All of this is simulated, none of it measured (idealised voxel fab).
process module | voxel released beams
cross-section cut | 290 nm wide | cells 5 nm
A cross-section is a grid of square cells, given in bands from the top down. A band is one or more rows of cells.
Each band's line starts with the height of the band's top and of its bottom, in nm. Then come its materials from left to right, each with its width in nm. One material with "throughout" fills the band from edge to edge. "air" is empty space.
Height 0 is the level under which the wafer as received is all one material. The lowest band goes on downwards, as in "0 down".
A width such as "30 to 40" changes by the same amount from each row of cells to the next, from the band's top row to its bottom row.
"no change" after a step means that no cell of the cross-section changed.
closed voids: empty space of 8 cells or more with no open way to the top, each as width x height at its distance from the left edge, in nm
after a step's settings: what the simulator itself notes on the step
overlay nm, on a step with a mask: how far to the right of its planned place the mask lay; to the left if negative
plan
1 op RECEIVE | material Si
2 op CONFORMAL_DEP | material SiN | thk nm 5
3 op DIRECTIONAL_DEP | material SiO2 | thk nm 10
4 op MASKED_ETCH | tone open | mask id ANCHOR | width nm 30 | etch materials SiO2 | depth nm 10 | overlay nm 0
5 op CONFORMAL_DEP | material TiN | thk nm 10
6 op MASKED_ETCH | tone cover | mask id BEAM | width nm 100 | etch materials TiN | depth nm 10 | overlay nm 0
7 op STRIP | etch materials SiO2
as received, after step 1
  0 down: Si throughout
  closed voids: none
first wafer at the end, as planned
  25 to 15: air 90 | TiN 15 | air 10 | TiN 75 | air 100
  15 to 5: air 95 | TiN 30 | air 165
  5 to 0: SiN throughout
  0 down: Si throughout
  closed voids: none
second wafer at the end: like start, like plan, one mistake
  20 to 15: air 90 | TiN 15 | air 10 | TiN 75 | air 100
  15 to 5: air 90 to 95 | TiN 100 to 30 | air 100 to 165
  5 to 0: SiN throughout
  0 down: Si throughout
  closed voids: none
what went wrong: step 3 ran as: op DIRECTIONAL_DEP | material SiO2 | thk nm 5
at the end the second wafer has, in cells: 4 fewer of TiN
